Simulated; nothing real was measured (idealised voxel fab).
Proc. module: voxel self aligned contacts
It is cross-section cut that appears here, measuring 185 nm in width, its square cells being 5 nm in size.
How to read a cross-section here: the picture is a grid of square cells, written as bands going from the top down, and any band can span one or more rows of cells. In this notation a band is specified by the heights of its top and bottom, in that order and in nm, after which its materials appear from left to right, each paired with its width in nm. The word "everywhere" attached to a single material means that material fills the band from edge to edge; the word "empty" stands for empty space. Heights are measured from 0, the level below which the as-received wafer is all one material; the lowest band has no bottom and continues downward, written as in "z 0 and below". Graded width ("30->40"): value in top row of band = first number; value in bottom row = second number; row-to-row change constant. Step marked "nothing different"? Then no cell in the cross-section changed in it. Under "Enclosed void list" you'll find the enclosed gaps, the ones with no way out to the top, that are 8 cells or bigger; each reads width x height at distance, with distance counted from the left edge, everything in nm. Read whatever lies past the settings on a step's line as the simulator's own remark about the step. "overlay nm" on a masked step: distance the mask lay right of its planned place, negative for left.

Steps in the process plan
1 RECEIVE, material Si
2 OXIDIZE, depth nm 5
3 DIRECTIONAL_DEP, material polySi, thk nm 25
4 DIRECTIONAL_DEP, material SiN, thk nm 25
5 DIRECTIONAL_DEP, material aC, thk nm 10
6 PATTERN, tone cover, mask id GATE, material resist, width nm 25, pitch nm 65, thk nm 30, overlay nm 0
7 DIRECTIONAL_ETCH, etch materials aC, depth nm 10
8 STRIP, etch materials resist
9 DIRECTIONAL_ETCH, etch materials SiN, depth nm 25
10 DIRECTIONAL_ETCH, etch materials polySi, depth nm 25
11 STRIP, etch materials aC
12 CONFORMAL_DEP, material SiN, thk nm 10
13 DIRECTIONAL_ETCH, etch materials SiN, depth nm 10
14 FILL_DEP, material SiO2, thk nm 20
15 CMP, height nm 60
16 MASKED_ETCH, tone open, mask id CONTACT, width nm 50, pitch nm 65, etch materials SiO2, depth nm 65, overlay nm 0
17 CONFORMAL_DEP, material TiN, thk nm 5
18 FILL_DEP, material W, thk nm 5
19 CMP, height nm 60
20 CONFORMAL_DEP, material SiCN, thk nm 5

The first wafer of two, processed as planned

Cross-section of the wafer at receipt, which is the condition after step 1
  z 0 and below  Si everywhere
  Enclosed void list: none

You're looking at a cross-section of the wafer after step 2
  z 0 to -5  SiO2 everywhere
  Under -5: no change, same as before.

You're looking at a cross-section of the wafer after step 3
  z 25 to 0  polySi everywhere
  Under 0: no change, same as before.

You're looking at a cross-section of the wafer after step 4
  z 50 to 25  SiN everywhere
  Under 25: no change, same as before.

You're looking at a cross-section of the wafer after step 5
  z 60 to 50  aC everywhere
  Under 50: no change, same as before.

You're looking at a cross-section of the wafer after step 6
  z 90 to 60  empty: 15 | resist: 25 | empty: 40 | resist: 25 | empty: 40 | resist: 25 | empty: 15
  Under 60: no change, same as before.

You're looking at a cross-section of the wafer after step 7
  z 80 to 60  empty: 15 | resist: 25 | empty: 40 | resist: 25 | empty: 40 | resist: 25 | empty: 15
  z 60 to 50  empty: 15 | aC: 25 | empty: 40 | aC: 25 | empty: 40 | aC: 25 | empty: 15
  Under 50: no change, same as before.

You're looking at a cross-section of the wafer after step 8
  z 60 to 50  empty: 15 | aC: 25 | empty: 40 | aC: 25 | empty: 40 | aC: 25 | empty: 15
  Under 50: no change, same as before.

You're looking at a cross-section of the wafer after step 9
  z 60 to 50  empty: 15 | aC: 25 | empty: 40 | aC: 25 | empty: 40 | aC: 25 | empty: 15
  z 50 to 25  empty: 15 | SiN: 25 | empty: 40 | SiN: 25 | empty: 40 | SiN: 25 | empty: 15
  Under 25: no change, same as before.

You're looking at a cross-section of the wafer after step 10
  z 60 to 50  empty: 15 | aC: 25 | empty: 40 | aC: 25 | empty: 40 | aC: 25 | empty: 15
  z 50 to 25  empty: 15 | SiN: 25 | empty: 40 | SiN: 25 | empty: 40 | SiN: 25 | empty: 15
  z 25 to 0  empty: 15 | polySi: 25 | empty: 40 | polySi: 25 | empty: 40 | polySi: 25 | empty: 15
  Under 0: no change, same as before.

You're looking at a cross-section of the wafer after step 11
  z 50 to 25  empty: 15 | SiN: 25 | empty: 40 | SiN: 25 | empty: 40 | SiN: 25 | empty: 15
  Under 25: no change, same as before.

You're looking at a cross-section of the wafer after step 12
  z 60 to 25  empty: 5 | SiN: 45 | empty: 20 | SiN: 45 | empty: 20 | SiN: 45 | empty: 5
  z 25 to 10  empty: 5 | SiN: 10 | polySi: 25 | SiN: 10 | empty: 20 | SiN: 10 | polySi: 25 | SiN: 10 | empty: 20 | SiN: 10 | polySi: 25 | SiN: 10 | empty: 5
  z 10 to 0  SiN: 15 | polySi: 25 | SiN: 40 | polySi: 25 | SiN: 40 | polySi: 25 | SiN: 15
  Under 0: no change, same as before.

You're looking at a cross-section of the wafer after step 13
  z 50 to 25  empty: 5 | SiN: 45 | empty: 20 | SiN: 45 | empty: 20 | SiN: 45 | empty: 5
  z 25 to 0  empty: 5 | SiN: 10 | polySi: 25 | SiN: 10 | empty: 20 | SiN: 10 | polySi: 25 | SiN: 10 | empty: 20 | SiN: 10 | polySi: 25 | SiN: 10 | empty: 5
  Under 0: no change, same as before.

You're looking at a cross-section of the wafer after step 14
  z 70 to 50  SiO2 everywhere
  z 50 to 25  SiO2: 5 | SiN: 45 | SiO2: 20 | SiN: 45 | SiO2: 20 | SiN: 45 | SiO2: 5
  z 25 to 0  SiO2: 5 | SiN: 10 | polySi: 25 | SiN: 10 | SiO2: 20 | SiN: 10 | polySi: 25 | SiN: 10 | SiO2: 20 | SiN: 10 | polySi: 25 | SiN: 10 | SiO2: 5
  Under 0: no change, same as before.

You're looking at a cross-section of the wafer after step 15
  z 60 to 50  SiO2 everywhere
  Under 50: no change, same as before.

You're looking at a cross-section of the wafer after step 16
  z 60 to 50  SiO2: 35 | empty: 50 | SiO2: 15 | empty: 50 | SiO2: 35
  z 50 to 25  SiO2: 5 | SiN: 45 | empty: 20 | SiN: 45 | empty: 20 | SiN: 45 | SiO2: 5
  z 25 to 0  SiO2: 5 | SiN: 10 | polySi: 25 | SiN: 10 | empty: 20 | SiN: 10 | polySi: 25 | SiN: 10 | empty: 20 | SiN: 10 | polySi: 25 | SiN: 10 | SiO2: 5
  z 0 to -5  SiO2: 50 | empty: 20 | SiO2: 45 | empty: 20 | SiO2: 50
  Under -5: no change, same as before.

You're looking at a cross-section of the wafer after step 17
  z 65 to 60  TiN: 40 | empty: 40 | TiN: 25 | empty: 40 | TiN: 40
  z 60 to 50  SiO2: 35 | TiN: 5->20 | empty: 40->10 | TiN: 5->20 | SiO2: 15 | TiN: 5->20 | empty: 40->10 | TiN: 5->20 | SiO2: 35
  z 50 to 25  SiO2: 5 | SiN: 45 | TiN: 5 | empty: 10 | TiN: 5 | SiN: 45 | TiN: 5 | empty: 10 | TiN: 5 | SiN: 45 | SiO2: 5
  z 25 to 0  SiO2: 5 | SiN: 10 | polySi: 25 | SiN: 10 | TiN: 5 | empty: 10 | TiN: 5 | SiN: 10 | polySi: 25 | SiN: 10 | TiN: 5 | empty: 10 | TiN: 5 | SiN: 10 | polySi: 25 | SiN: 10 | SiO2: 5
  z 0 to -5  SiO2: 50 | TiN: 20 | SiO2: 45 | TiN: 20 | SiO2: 50
  Under -5: no change, same as before.

You're looking at a cross-section of the wafer after step 18
  z 70 to 65  W everywhere
  z 65 to 60  TiN: 40 | W: 40 | TiN: 25 | W: 40 | TiN: 40
  z 60 to 50  SiO2: 35 | TiN: 5->20 | W: 40->10 | TiN: 5->20 | SiO2: 15 | TiN: 5->20 | W: 40->10 | TiN: 5->20 | SiO2: 35
  z 50 to 25  SiO2: 5 | SiN: 45 | TiN: 5 | W: 10 | TiN: 5 | SiN: 45 | TiN: 5 | W: 10 | TiN: 5 | SiN: 45 | SiO2: 5
  z 25 to 0  SiO2: 5 | SiN: 10 | polySi: 25 | SiN: 10 | TiN: 5 | W: 10 | TiN: 5 | SiN: 10 | polySi: 25 | SiN: 10 | TiN: 5 | W: 10 | TiN: 5 | SiN: 10 | polySi: 25 | SiN: 10 | SiO2: 5
  Under 0: no change, same as before.

You're looking at a cross-section of the wafer after step 19
  z 60 to 50  SiO2: 35 | TiN: 5->20 | W: 40->10 | TiN: 5->20 | SiO2: 15 | TiN: 5->20 | W: 40->10 | TiN: 5->20 | SiO2: 35
  Under 50: no change, same as before.

You're looking at a cross-section of the wafer after step 20
  z 65 to 60  SiCN everywhere
  Under 60: no change, same as before.

Second wafer: same start and same plan as the first, one execution error; identical to the first through step 3

Second wafer, cut view, end of step 4 per plan
  z 55 to 25  SiN everywhere
  Under 25: no change, same as before.

Second wafer, cut view, end of step 5 per plan
  z 65 to 55  aC everywhere
  Under 55: no change, same as before.

Second wafer, cut view, end of step 6 per plan
  z 95 to 65  empty: 15 | resist: 25 | empty: 40 | resist: 25 | empty: 40 | resist: 25 | empty: 15
  Under 65: no change, same as before.

Second wafer, cut view, end of step 7 per plan
  z 85 to 65  empty: 15 | resist: 25 | empty: 40 | resist: 25 | empty: 40 | resist: 25 | empty: 15
  z 65 to 55  empty: 15 | aC: 25 | empty: 40 | aC: 25 | empty: 40 | aC: 25 | empty: 15
  Under 55: no change, same as before.

Second wafer, cut view, end of step 8 per plan
  z 65 to 55  empty: 15 | aC: 25 | empty: 40 | aC: 25 | empty: 40 | aC: 25 | empty: 15
  Under 55: no change, same as before.

Second wafer, cut view, end of step 9 per plan
  z 65 to 55  empty: 15 | aC: 25 | empty: 40 | aC: 25 | empty: 40 | aC: 25 | empty: 15
  z 55 to 30  empty: 15 | SiN: 25 | empty: 40 | SiN: 25 | empty: 40 | SiN: 25 | empty: 15
  Under 30: no change, same as before.

Second wafer, cut view, end of step 10 per plan: nothing different

Second wafer, cut view, end of step 11 per plan
  z 55 to 30  empty: 15 | SiN: 25 | empty: 40 | SiN: 25 | empty: 40 | SiN: 25 | empty: 15
  Under 30: no change, same as before.

Second wafer, cut view, end of step 12 per plan
  z 65 to 40  empty: 5 | SiN: 45 | empty: 20 | SiN: 45 | empty: 20 | SiN: 45 | empty: 5
  z 40 to 25  SiN everywhere
  Under 25: no change, same as before.

Second wafer, cut view, end of step 13 per plan
  z 55 to 30  empty: 5 | SiN: 45 | empty: 20 | SiN: 45 | empty: 20 | SiN: 45 | empty: 5
  Under 30: no change, same as before.

Second wafer, cut view, end of step 14 per plan
  z 75 to 55  SiO2 everywhere
  z 55 to 30  SiO2: 5 | SiN: 45 | SiO2: 20 | SiN: 45 | SiO2: 20 | SiN: 45 | SiO2: 5
  Under 30: no change, same as before.

Second wafer, cut view, end of step 15 per plan
  z 60 to 55  SiO2 everywhere
  Under 55: no change, same as before.

Second wafer, cut view, end of step 16 per plan
  z 60 to 55  SiO2: 35 | empty: 50 | SiO2: 15 | empty: 50 | SiO2: 35
  z 55 to 30  SiO2: 5 | SiN: 45 | empty: 20 | SiN: 45 | empty: 20 | SiN: 45 | SiO2: 5
  Under 30: no change, same as before.

Second wafer, cut view, end of step 17 per plan
  z 65 to 60  TiN: 40 | empty: 40 | TiN: 25 | empty: 40 | TiN: 40
  z 60 to 55  SiO2: 35 | TiN: 20 | empty: 10 | TiN: 20 | SiO2: 15 | TiN: 20 | empty: 10 | TiN: 20 | SiO2: 35
  z 55 to 35  SiO2: 5 | SiN: 45 | TiN: 5 | empty: 10 | TiN: 5 | SiN: 45 | TiN: 5 | empty: 10 | TiN: 5 | SiN: 45 | SiO2: 5
  z 35 to 30  SiO2: 5 | SiN: 45 | TiN: 20 | SiN: 45 | TiN: 20 | SiN: 45 | SiO2: 5
  Under 30: no change, same as before.

Second wafer, cut view, end of step 18 per plan
  z 70 to 65  W everywhere
  z 65 to 60  TiN: 40 | W: 40 | TiN: 25 | W: 40 | TiN: 40
  z 60 to 55  SiO2: 35 | TiN: 20 | W: 10 | TiN: 20 | SiO2: 15 | TiN: 20 | W: 10 | TiN: 20 | SiO2: 35
  z 55 to 35  SiO2: 5 | SiN: 45 | TiN: 5 | W: 10 | TiN: 5 | SiN: 45 | TiN: 5 | W: 10 | TiN: 5 | SiN: 45 | SiO2: 5
  Under 35: no change, same as before.

Second wafer, cut view, end of step 19 per plan
  z 60 to 55  SiO2: 35 | TiN: 20 | W: 10 | TiN: 20 | SiO2: 15 | TiN: 20 | W: 10 | TiN: 20 | SiO2: 35
  Under 55: no change, same as before.

Second wafer, cut view, end of step 20 per plan
  z 65 to 60  SiCN everywhere
  Under 60: no change, same as before.
Short version of what went wrong: planned and actual differ for step 4; actual: DIRECTIONAL_DEP, material SiN, thk nm 30
The final cell counts differ between the wafers, with the second having more or fewer of some materials than the first: 23 fewer of SiN, 19 fewer of SiO2, 28 fewer of TiN, 40 fewer of W, 110 more of polySi
